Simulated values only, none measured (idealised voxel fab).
This is a process module. Its name is voxel self aligned vias.
cross-section cut | 275 nm wide | cells 5 nm
Notation: cross-section as square-cell grid; stated in bands, top first, going down; one or more cell rows per band. Top height, bottom height, nm. Materials left to right, width each, nm. Single material + "full width" = fills band edge to edge. "blank" = empty. Note: height 0 marks the level under which the wafer is uniformly one material as received. Lowest band unbounded below, written "0 -> down". It should be noted that a width expressed as "30 to 40" varies in equal increments from row to row of cells within the band, taking the value of the first number at the top row and that of the second number at the bottom row. "no alterations made" means the step left every cell of the cross-section as it was. "Trapped void list": sealed empty spaces, 8 cells or more, no open way to top, listed width x height at distance, with distance from the left edge and width, height and distance in nm. Past the settings on a step's line: simulator remark, on that step. A step line may carry the setting "overlay nm", which, for steps involving a mask, states the distance by which the mask lay to the right of its intended position; negative values denote displacement to the left.
-- Process steps - plan
1 RECEIVE [material Si]
2 CONFORMAL_DEP [material SiO2] [thk nm 15]
3 CONFORMAL_DEP [material SiCN] [thk nm 5]
4 DIRECTIONAL_DEP [material lowk] [thk nm 30]
5 DIRECTIONAL_DEP [material aC] [thk nm 15]
6 PATTERN [tone open] [mask id LINES] [material resist] [width nm 20] [pitch nm 60] [thk nm 35] [overlay nm 0]
7 DIRECTIONAL_ETCH [etch materials aC] [depth nm 15]
8 STRIP [etch materials resist]
9 DIRECTIONAL_ETCH [etch materials lowk] [depth nm 30]
10 STRIP [etch materials aC]
11 CONFORMAL_DEP [material TiN] [thk nm 5]
12 FILL_DEP [material W] [thk nm 10]
13 CMP [height nm 50]
14 SELECTIVE_ETCH [etch materials W Ru TiN] [depth nm 5]
15 FILL_DEP [material SiN] [thk nm 5]
16 CMP [height nm 50]
17 DIRECTIONAL_DEP [material lowk] [thk nm 20]
18 MASKED_ETCH [tone open] [mask id VIAS] [width nm 30] [pitch nm 60] [etch materials lowk] [depth nm 20] [overlay nm 0]
19 MASKED_ETCH [tone open] [mask id VIAS] [width nm 30] [pitch nm 60] [etch materials SiN] [depth nm 5] [overlay nm 0]
20 CONFORMAL_DEP [material TiN] [thk nm 5]
21 FILL_DEP [material Cu] [thk nm 10]
22 CMP [height nm 70]
23 CONFORMAL_DEP [material SiN] [thk nm 5]
-- Incoming wafer in cross-section (state: after step 1)
> 0 -> down: Si full width
> Trapped void list: none
-- End-of-module cross-section. Starting structure and process plan as above; one mistake made in running it
> 75 -> 70: SiN full width
> 70 -> 55: Cu (55) / TiN (5) / lowk (30) / TiN (5) / Cu (20) / TiN (5) / lowk (30) / TiN (5) / Cu (20) / TiN (5) / lowk (30) / TiN (5) / Cu (60)
> 55 -> 50: TiN (60) / lowk (30) / TiN (30) / lowk (30) / TiN (30) / lowk (30) / TiN (65)
> 50 -> 45: lowk (65) / SiN (20) / lowk (40) / SiN (20) / lowk (40) / SiN (20) / lowk (70)
> 45 -> 25: lowk (65) / TiN (5) / W (10) / TiN (5) / lowk (40) / TiN (5) / W (10) / TiN (5) / lowk (40) / TiN (5) / W (10) / TiN (5) / lowk (70)
> 25 -> 20: lowk (65) / TiN (20) / lowk (40) / TiN (20) / lowk (40) / TiN (20) / lowk (70)
> 20 -> 15: SiCN full width
> 15 -> 0: SiO2 full width
> 0 -> down: Si full width
> Trapped void list: none
Short version of what went wrong: step 18, actual vs plan mismatch, actual run MASKED_ETCH [tone cover] [mask id VIAS] [width nm 30] [pitch nm 60] [etch materials lowk] [depth nm 20] [overlay nm 0]
